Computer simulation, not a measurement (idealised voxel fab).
The following process module bears the name voxel quadruple lines.
We display cut, a cross-section 140 nm in width whose square cells are each 5 nm.
Cross-section spec: square-cell grid; bands listed top down; each band is one or more rows. The entry gives the band's vertical extent as a top height and a bottom height in nm, then its horizontal make-up as materials from left to right, each with a width in nm. "air" stands for empty space; a single material marked "everywhere" fills the band edge to edge. A quick word on heights: they are counted from 0, and under that level the wafer as it came to us is one material throughout. The lowest band is different from the rest in having no bottom; it simply continues downward, written as in "0 -> down". Per-row width for "30..40": begins at first number (top row of band), ends at second number (bottom row), increment between rows held constant. "remains unaltered" (step): cross-section cells unchanged, all of them. "Closed void register" enumerates empty spaces isolated from the top, with no open way to it, that contain at least 8 cells, giving each as width x height at distance from the left edge, all three in nm. Heads up: the bit after the settings on a step's line is the simulator's remark on that step. "overlay nm" denotes, for a step that has a mask, the displacement of the mask to the right of its planned place, with negative values corresponding to the left.

[Steps planned for the process]
1 RECEIVE (material Si)
2 CONFORMAL_DEP (material SiO2; thk nm 5)
3 DIRECTIONAL_DEP (material TiN; thk nm 10)
4 DIRECTIONAL_DEP (material polySi; thk nm 20)
5 DIRECTIONAL_DEP (material aC; thk nm 20)
6 PATTERN (tone cover; mask id MANDREL; material resist; width nm 20; pitch nm 60; thk nm 30; overlay nm 0)
7 DIRECTIONAL_ETCH (etch materials aC; depth nm 20)
8 STRIP (etch materials resist)
9 CONFORMAL_DEP (material SiO2; thk nm 10)
10 DIRECTIONAL_ETCH (etch materials SiO2; depth nm 10)
11 STRIP (etch materials aC)
12 DIRECTIONAL_ETCH (etch materials polySi; depth nm 20)
13 STRIP (etch materials SiO2)
14 CONFORMAL_DEP (material SiCN; thk nm 5)
15 DIRECTIONAL_ETCH (etch materials SiCN; depth nm 5)
16 STRIP (etch materials polySi)
17 DIRECTIONAL_ETCH (etch materials TiN; depth nm 10)
18 STRIP (etch materials SiCN)
19 FILL_DEP (material lowk; thk nm 10)
20 CMP (height nm 15)

[First of two wafers, processed according to plan]

[As-received wafer cross-section (after step 1)]
    0 -> down: Si everywhere
    Closed void register: none

[Upon completion of step 2, the wafer appears in cross-section as shown]
    5 -> 0: SiO2 everywhere
    At heights below 0, the structure remains unaltered.

[Upon completion of step 3, the wafer appears in cross-section as shown]
    15 -> 5: TiN everywhere
    At heights below 5, the structure remains unaltered.

[Upon completion of step 4, the wafer appears in cross-section as shown]
    35 -> 15: polySi everywhere
    At heights below 15, the structure remains unaltered.

[Upon completion of step 5, the wafer appears in cross-section as shown]
    55 -> 35: aC everywhere
    At heights below 35, the structure remains unaltered.

[Upon completion of step 6, the wafer appears in cross-section as shown]
    85 -> 55: air: 30  resist: 20  air: 40  resist: 20  air: 30
    At heights below 55, the structure remains unaltered.

[Upon completion of step 7, the wafer appears in cross-section as shown]
    65 -> 55: air: 30  resist: 20  air: 40  resist: 20  air: 30
    55 -> 35: air: 30  aC: 20  air: 40  aC: 20  air: 30
    At heights below 35, the structure remains unaltered.

[Upon completion of step 8, the wafer appears in cross-section as shown]
    55 -> 35: air: 30  aC: 20  air: 40  aC: 20  air: 30
    At heights below 35, the structure remains unaltered.

[Upon completion of step 9, the wafer appears in cross-section as shown]
    65 -> 55: air: 20  SiO2: 40  air: 20  SiO2: 40  air: 20
    55 -> 45: air: 20  SiO2: 10  aC: 20  SiO2: 10  air: 20  SiO2: 10  aC: 20  SiO2: 10  air: 20
    45 -> 35: SiO2: 30  aC: 20  SiO2: 40  aC: 20  SiO2: 30
    At heights below 35, the structure remains unaltered.

[Upon completion of step 10, the wafer appears in cross-section as shown]
    55 -> 35: air: 20  SiO2: 10  aC: 20  SiO2: 10  air: 20  SiO2: 10  aC: 20  SiO2: 10  air: 20
    At heights below 35, the structure remains unaltered.

[Upon completion of step 11, the wafer appears in cross-section as shown]
    55 -> 35: air: 20  SiO2: 10  air: 20  SiO2: 10  air: 20  SiO2: 10  air: 20  SiO2: 10  air: 20
    At heights below 35, the structure remains unaltered.

[Upon completion of step 12, the wafer appears in cross-section as shown]
    55 -> 35: air: 20  SiO2: 10  air: 20  SiO2: 10  air: 20  SiO2: 10  air: 20  SiO2: 10  air: 20
    35 -> 15: air: 20  polySi: 10  air: 20  polySi: 10  air: 20  polySi: 10  air: 20  polySi: 10  air: 20
    At heights below 15, the structure remains unaltered.

[Upon completion of step 13, the wafer appears in cross-section as shown]
    35 -> 15: air: 20  polySi: 10  air: 20  polySi: 10  air: 20  polySi: 10  air: 20  polySi: 10  air: 20
    At heights below 15, the structure remains unaltered.

[Upon completion of step 14, the wafer appears in cross-section as shown]
    40 -> 35: air: 15  SiCN: 20  air: 10  SiCN: 20  air: 10  SiCN: 20  air: 10  SiCN: 20  air: 15
    35 -> 20: air: 15  SiCN: 5  polySi: 10  SiCN: 5  air: 10  SiCN: 5  polySi: 10  SiCN: 5  air: 10  SiCN: 5  polySi: 10  SiCN: 5  air: 10  SiCN: 5  polySi: 10  SiCN: 5  air: 15
    20 -> 15: SiCN: 20  polySi: 10  SiCN: 20  polySi: 10  SiCN: 20  polySi: 10  SiCN: 20  polySi: 10  SiCN: 20
    At heights below 15, the structure remains unaltered.

[Upon completion of step 15, the wafer appears in cross-section as shown]
    35 -> 15: air: 15  SiCN: 5  polySi: 10  SiCN: 5  air: 10  SiCN: 5  polySi: 10  SiCN: 5  air: 10  SiCN: 5  polySi: 10  SiCN: 5  air: 10  SiCN: 5  polySi: 10  SiCN: 5  air: 15
    At heights below 15, the structure remains unaltered.

[Upon completion of step 16, the wafer appears in cross-section as shown]
    35 -> 15: air: 15  SiCN: 5  air: 10  SiCN: 5  air: 10  SiCN: 5  air: 10  SiCN: 5  air: 10  SiCN: 5  air: 10  SiCN: 5  air: 10  SiCN: 5  air: 10  SiCN: 5  air: 15
    At heights below 15, the structure remains unaltered.

[Upon completion of step 17, the wafer appears in cross-section as shown]
    35 -> 15: air: 15  SiCN: 5  air: 10  SiCN: 5  air: 10  SiCN: 5  air: 10  SiCN: 5  air: 10  SiCN: 5  air: 10  SiCN: 5  air: 10  SiCN: 5  air: 10  SiCN: 5  air: 15
    15 -> 5: air: 15  TiN: 5  air: 10  TiN: 5  air: 10  TiN: 5  air: 10  TiN: 5  air: 10  TiN: 5  air: 10  TiN: 5  air: 10  TiN: 5  air: 10  TiN: 5  air: 15
    At heights below 5, the structure remains unaltered.

[Upon completion of step 18, the wafer appears in cross-section as shown]
    15 -> 5: air: 15  TiN: 5  air: 10  TiN: 5  air: 10  TiN: 5  air: 10  TiN: 5  air: 10  TiN: 5  air: 10  TiN: 5  air: 10  TiN: 5  air: 10  TiN: 5  air: 15
    At heights below 5, the structure remains unaltered.

[Upon completion of step 19, the wafer appears in cross-section as shown]
    25 -> 15: lowk everywhere
    15 -> 5: lowk: 15  TiN: 5  lowk: 10  TiN: 5  lowk: 10  TiN: 5  lowk: 10  TiN: 5  lowk: 10  TiN: 5  lowk: 10  TiN: 5  lowk: 10  TiN: 5  lowk: 10  TiN: 5  lowk: 15
    At heights below 5, the structure remains unaltered.

[Upon completion of step 20, the wafer appears in cross-section as shown]
    15 -> 5: lowk: 15  TiN: 5  lowk: 10  TiN: 5  lowk: 10  TiN: 5  lowk: 10  TiN: 5  lowk: 10  TiN: 5  lowk: 10  TiN: 5  lowk: 10  TiN: 5  lowk: 10  TiN: 5  lowk: 15
    At heights below 5, the structure remains unaltered.

[The second wafer: identical to the first at the outset and in its planned sequence, differing only in that one mistake was made during processing; up to and including step 5, its path is the first wafer's path]

[Second wafer, cut view, end of step 6 per plan]
    85 -> 55: resist: 30  air: 20  resist: 40  air: 20  resist: 30
    At heights below 55, the structure remains unaltered.

[Second wafer, cut view, end of step 7 per plan]
    65 -> 55: resist: 30  air: 20  resist: 40  air: 20  resist: 30
    55 -> 35: aC: 30  air: 20  aC: 40  air: 20  aC: 30
    At heights below 35, the structure remains unaltered.

[Second wafer, cut view, end of step 8 per plan]
    55 -> 35: aC: 30  air: 20  aC: 40  air: 20  aC: 30
    At heights below 35, the structure remains unaltered.

[Second wafer, cut view, end of step 9 per plan]
    65 -> 55: SiO2 everywhere
    55 -> 35: aC: 30  SiO2: 20  aC: 40  SiO2: 20  aC: 30
    At heights below 35, the structure remains unaltered.

[Second wafer, cut view, end of step 10 per plan]
    55 -> 35: aC: 30  SiO2: 20  aC: 40  SiO2: 20  aC: 30
    At heights below 35, the structure remains unaltered.

[Second wafer, cut view, end of step 11 per plan]
    55 -> 35: air: 30  SiO2: 20  air: 40  SiO2: 20  air: 30
    At heights below 35, the structure remains unaltered.

[Second wafer, cut view, end of step 12 per plan]
    55 -> 35: air: 30  SiO2: 20  air: 40  SiO2: 20  air: 30
    35 -> 15: air: 30  polySi: 20  air: 40  polySi: 20  air: 30
    At heights below 15, the structure remains unaltered.

[Second wafer, cut view, end of step 13 per plan]
    35 -> 15: air: 30  polySi: 20  air: 40  polySi: 20  air: 30
    At heights below 15, the structure remains unaltered.

[Second wafer, cut view, end of step 14 per plan]
    40 -> 35: air: 25  SiCN: 30  air: 30  SiCN: 30  air: 25
    35 -> 20: air: 25  SiCN: 5  polySi: 20  SiCN: 5  air: 30  SiCN: 5  polySi: 20  SiCN: 5  air: 25
    20 -> 15: SiCN: 30  polySi: 20  SiCN: 40  polySi: 20  SiCN: 30
    At heights below 15, the structure remains unaltered.

[Second wafer, cut view, end of step 15 per plan]
    35 -> 15: air: 25  SiCN: 5  polySi: 20  SiCN: 5  air: 30  SiCN: 5  polySi: 20  SiCN: 5  air: 25
    At heights below 15, the structure remains unaltered.

[Second wafer, cut view, end of step 16 per plan]
    35 -> 15: air: 25  SiCN: 5  air: 20  SiCN: 5  air: 30  SiCN: 5  air: 20  SiCN: 5  air: 25
    At heights below 15, the structure remains unaltered.

[Second wafer, cut view, end of step 17 per plan]
    35 -> 15: air: 25  SiCN: 5  air: 20  SiCN: 5  air: 30  SiCN: 5  air: 20  SiCN: 5  air: 25
    15 -> 5: air: 25  TiN: 5  air: 20  TiN: 5  air: 30  TiN: 5  air: 20  TiN: 5  air: 25
    At heights below 5, the structure remains unaltered.

[Second wafer, cut view, end of step 18 per plan]
    15 -> 5: air: 25  TiN: 5  air: 20  TiN: 5  air: 30  TiN: 5  air: 20  TiN: 5  air: 25
    At heights below 5, the structure remains unaltered.

[Second wafer, cut view, end of step 19 per plan]
    25 -> 15: lowk everywhere
    15 -> 5: lowk: 25  TiN: 5  lowk: 20  TiN: 5  lowk: 30  TiN: 5  lowk: 20  TiN: 5  lowk: 25
    At heights below 5, the structure remains unaltered.

[Second wafer, cut view, end of step 20 per plan]
    15 -> 5: lowk: 25  TiN: 5  lowk: 20  TiN: 5  lowk: 30  TiN: 5  lowk: 20  TiN: 5  lowk: 25
    At heights below 5, the structure remains unaltered.
Nonconformance to the process plan: step 6 was not run as planned; what actually ran was PATTERN (tone open; mask id MANDREL; material resist; width nm 20; pitch nm 60; thk nm 30; overlay nm 0)
The second wafer ends with more or fewer cells of some materials than the first, per final count: 8 fewer of TiN; 8 more of lowk
